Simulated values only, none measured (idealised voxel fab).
Process module in this document: voxel air gaps
Section cut is 220 nm wide and gridded with 5 nm square cells.
Think of the cross-section as a grid of square cells. We describe it in bands, top to bottom, and each band covers one or more rows of those cells.
Read a band's entry like this: the first values are the height of its top and the height of its bottom in nm, and what follows is the sequence of materials from left to right, each with its width in nm. Note that "empty" is empty space, and that a single material marked "everywhere" reaches across the band from edge to edge.
For the purposes of this specification, 0 denotes the height below which the wafer in its as-received condition is composed wholly of one material, and the lowermost band, lacking a lower limit, extends downward without end, as expressed in "0 down".
A two-number width, for instance "30->40", indicates that the width is equal to the first number in the top row of the band and to the second number in the bottom row, and that it changes by a constant amount per row of cells.
Step marked "no alterations made"? Then no cell in the cross-section changed in it.
Voids not open to the top, 8 cells minimum: see "Closed void catalog". Written width x height at distance; distance is from the left edge; nm.
Anything after a step's settings on that line? It's the simulator's own note about the step.
overlay nm: mask offset rightward from planned place, masked step; negative means leftward offset.

## The following list gives the planned process steps
1. RECEIVE with material Si
2. CONFORMAL_DEP with material SiO2, thk nm 10
3. CONFORMAL_DEP with material SiN, thk nm 5
4. DIRECTIONAL_DEP with material lowk, thk nm 35
5. DIRECTIONAL_DEP with material aC, thk nm 15
6. PATTERN with tone open, mask id LINES, material resist, width nm 25, pitch nm 50, thk nm 30, overlay nm 0
7. DIRECTIONAL_ETCH with etch materials aC, depth nm 15
8. STRIP with etch materials resist
9. DIRECTIONAL_ETCH with etch materials lowk, depth nm 35
10. STRIP with etch materials aC
11. CONFORMAL_DEP with material TiN, thk nm 5
12. FILL_DEP with material Ru, thk nm 5
13. CMP with height nm 50
14. EPI with material Ru, thk nm 10
15. SELECTIVE_ETCH with etch materials lowk, depth nm 45
16. CONFORMAL_DEP with material SiCN, thk nm 5

## Delivered wafer in cross-section: state after step 1
> 0 down: Si everywhere
> Closed void catalog: none

## The first of two wafers, cross-sectioned at the end of the module, with the run proceeding as planned
> 65 to 60: 5 of empty, then 205 of SiCN, then 10 of empty
> 60 to 50: 5 of empty, then 5 of SiCN, then 45 of Ru, then 5 of SiCN, then 45 of Ru, then 5 of SiCN, then 45 of Ru, then 5 of SiCN, then 45 of Ru, then 5 of SiCN, then 10 of empty
> 50 to 45: 5 of empty, then 15 of SiCN, then 5 of TiN, then 15 of Ru, then 5 of TiN, then 25 of SiCN, then 5 of TiN, then 15 of Ru, then 5 of TiN, then 25 of SiCN, then 5 of TiN, then 15 of Ru, then 5 of TiN, then 25 of SiCN, then 5 of TiN, then 15 of Ru, then 5 of TiN, then 15 of SiCN, then 10 of empty
> 45 to 20: 15 of empty, then 5 of SiCN, then 5 of TiN, then 15 of Ru, then 5 of TiN, then 5 of SiCN, then 15 of empty, then 5 of SiCN, then 5 of TiN, then 15 of Ru, then 5 of TiN, then 5 of SiCN, then 15 of empty, then 5 of SiCN, then 5 of TiN, then 15 of Ru, then 5 of TiN, then 5 of SiCN, then 15 of empty, then 5 of SiCN, then 5 of TiN, then 15 of Ru, then 5 of TiN, then 5 of SiCN, then 20 of empty
> 20 to 15: 20 of SiCN, then 25 of TiN, then 25 of SiCN, then 25 of TiN, then 25 of SiCN, then 25 of TiN, then 25 of SiCN, then 25 of TiN, then 25 of SiCN
> 15 to 10: SiN everywhere
> 10 to 0: SiO2 everywhere
> 0 down: Si everywhere
> Closed void catalog: 15 x 25 at 50; 15 x 25 at 100; 15 x 25 at 150

## End-of-module cross-section of the second wafer: identical starting point and process plan to the first, with one processing mistake
> 65 to 60: SiCN everywhere
> 60 to 50: 30 of Ru, then 5 of SiCN, then 45 of Ru, then 5 of SiCN, then 45 of Ru, then 5 of SiCN, then 45 of Ru, then 5 of SiCN, then 35 of Ru
> 50 to 45: 15 of Ru, then 5 of TiN, then 25 of SiCN, then 5 of TiN, then 15 of Ru, then 5 of TiN, then 25 of SiCN, then 5 of TiN, then 15 of Ru, then 5 of TiN, then 25 of SiCN, then 5 of TiN, then 15 of Ru, then 5 of TiN, then 25 of SiCN, then 5 of TiN, then 20 of Ru
> 45 to 20: 15 of Ru, then 5 of TiN, then 5 of SiCN, then 15 of empty, then 5 of SiCN, then 5 of TiN, then 15 of Ru, then 5 of TiN, then 5 of SiCN, then 15 of empty, then 5 of SiCN, then 5 of TiN, then 15 of Ru, then 5 of TiN, then 5 of SiCN, then 15 of empty, then 5 of SiCN, then 5 of TiN, then 15 of Ru, then 5 of TiN, then 5 of SiCN, then 15 of empty, then 5 of SiCN, then 5 of TiN, then 20 of Ru
> 20 to 15: 20 of TiN, then 25 of SiCN, then 25 of TiN, then 25 of SiCN, then 25 of TiN, then 25 of SiCN, then 25 of TiN, then 25 of SiCN, then 25 of TiN
> 15 to 10: SiN everywhere
> 10 to 0: SiO2 everywhere
> 0 down: Si everywhere
> Closed void catalog: 15 x 25 at 25; 15 x 25 at 75; 15 x 25 at 125; 15 x 25 at 175
Deviation from plan: so step 6 ended up running with a different setting than we planned, it ran as PATTERN with tone cover, mask id LINES, material resist, width nm 25, pitch nm 50, thk nm 30, overlay nm 0
Final difference in cells, second wafer against first, listed per material as more or fewer: +32 Ru, -4 SiCN, +4 TiN
The first wafer finishes with 3 closed voids, while the second finishes with 4.
